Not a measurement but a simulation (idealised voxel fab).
Proc. module: voxel tone inversion
Section cut is 230 nm wide and gridded with 5 nm square cells.
A cross-section is a grid of square cells, given in bands from the top down. A band is one or more rows of cells.
Within each band entry, the heights of the top and of the bottom of the band appear first, in that order and in nm; the materials of the band then follow from left to right, each with its corresponding width in nm. The designation "all across" on a single material indicates that it fills the band from edge to edge; the designation "empty" indicates empty space.
Basically, 0 is our baseline, since under it the wafer straight out of the box is all one material. The bottom band has no lower end and keeps on going down, so it looks like "top 0, no bottom".
Width: "30..40" (first number = top row, second number = bottom row, same change from row to row of cells).
Reading "no change" for a step: not a cell of the cross-section changed in it.
Any empty space of 8 cells or more lacking an open way to the top shows up in "Voids, sealed" as width x height at distance, distance from the left edge, in nm.
It should be noted that, on the line of a given step, the content following the step's settings is a remark produced by the simulator itself with respect to that step.
A step line may carry the setting "overlay nm", which, for steps involving a mask, states the distance by which the mask lay to the right of its intended position; negative values denote displacement to the left.
STEPS PLANNED FOR THE PROCESS
step 1: RECEIVE (material Si)
step 2: CONFORMAL_DEP (material SiCN; thk nm 5)
step 3: DIRECTIONAL_DEP (material polySi; thk nm 25)
step 4: PATTERN (tone cover; mask id POSTS; material resist; width nm 25; pitch nm 50; thk nm 35; overlay nm 0)
step 5: DIRECTIONAL_ETCH (etch materials polySi; depth nm 25)
step 6: STRIP (etch materials resist)
step 7: FILL_DEP (material lowk; thk nm 5)
step 8: CMP (height nm 30)
step 9: STRIP (etch materials polySi)
STEP 1 COMPLETE: CROSS-SECTION OF THE WAFER AS RECEIVED
    top 0, no bottom | Si all across
    Voids, sealed: none
FIRST WAFER AT THE END, AS PLANNED
    top 30, bottom 5 | lowk 50 | empty 25 | lowk 25 | empty 25 | lowk 25 | empty 25 | lowk 55
    top 5, bottom 0 | SiCN all across
    top 0, no bottom | Si all across
    Voids, sealed: none
MODULE END: CROSS-SECTION OF WAFER TWO OF TWO. SAME START AND PROCESS PLAN AS THE FIRST WAFER. ONE MISTAKE DURING EXECUTION
    top 30, bottom 5 | lowk 60 | empty 25 | lowk 25 | empty 25 | lowk 25 | empty 25 | lowk 45
    top 5, bottom 0 | SiCN all across
    top 0, no bottom | Si all across
    Voids, sealed: none
Finding, execution versus plan: rather than as planned, step 4 actually ran as PATTERN (tone cover; mask id POSTS; material resist; width nm 25; pitch nm 50; thk nm 35; overlay nm 10)
The two final wafers agree on how many cells each material fills and disagree on which cells those are.
